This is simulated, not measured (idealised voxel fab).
process module | voxel ribs on slabs
cross-section cut | 155 nm wide | cells 5 nm
A cross-section is a grid of square cells, given in bands from the top down. A band is one or more rows of cells.
Each band's line starts with the height of the band's top and of its bottom, in nm. Then come its materials from left to right, each with its width in nm. One material with "throughout" fills the band from edge to edge. "air" is empty space.
Height 0 is the level under which the wafer as received is all one material. The lowest band goes on downwards, as in "0 down".
A width such as "30 to 40" changes by the same amount from each row of cells to the next, from the band's top row to its bottom row.
"no change" after a step means that no cell of the cross-section changed.
closed voids: empty space of 8 cells or more with no open way to the top, each as width x height at its distance from the left edge, in nm
after a step's settings: what the simulator itself notes on the step
overlay nm, on a step with a mask: how far to the right of its planned place the mask lay; to the left if negative
plan
1 op RECEIVE | material Si
2 op DIRECTIONAL_DEP | material SiO2 | thk nm 30
3 op DIRECTIONAL_DEP | material SiN | thk nm 20
4 op MASKED_ETCH | tone cover | mask id RIB | width nm 20 | etch materials SiN | depth nm 15 | overlay nm 0
5 op MASKED_ETCH | tone cover | mask id SLAB | width nm 50 | etch materials SiN | depth nm 5 | overlay nm -15
6 op FILL_DEP | material SiO2 | thk nm 25
7 op CMP | height nm 65
8 op DIRECTIONAL_DEP | material TiN | thk nm 10
9 op PATTERN | tone cover | mask id HEATER | material resist | width nm 30 | thk nm 20 | overlay nm 0
10 op DIRECTIONAL_ETCH | etch materials TiN | depth nm 10
11 op STRIP | etch materials resist
12 op CONFORMAL_DEP | material SiO2 | thk nm 10
varied across the wafers: overlay nm of step 5. The plan shows the first wafer's value. All wafers start alike
first wafer as received, after step 1
  0 down: Si throughout
  closed voids: none
each wafer at the end: cells of each material gained (+) or lost (-) since it was received, then its closed voids
overlay nm -15 | +22 SiN | +451 SiO2 | +12 TiN | closed voids: none
overlay nm -10 | +22 SiN | +451 SiO2 | +12 TiN | closed voids: none
overlay nm -5 | +22 SiN | +451 SiO2 | +12 TiN | closed voids: none
overlay nm 0 | +22 SiN | +451 SiO2 | +12 TiN | closed voids: none
overlay nm 5 | +22 SiN | +451 SiO2 | +12 TiN | closed voids: none
overlay nm 10 | +22 SiN | +451 SiO2 | +12 TiN | closed voids: none
overlay nm 15 | +22 SiN | +451 SiO2 | +12 TiN | closed voids: none
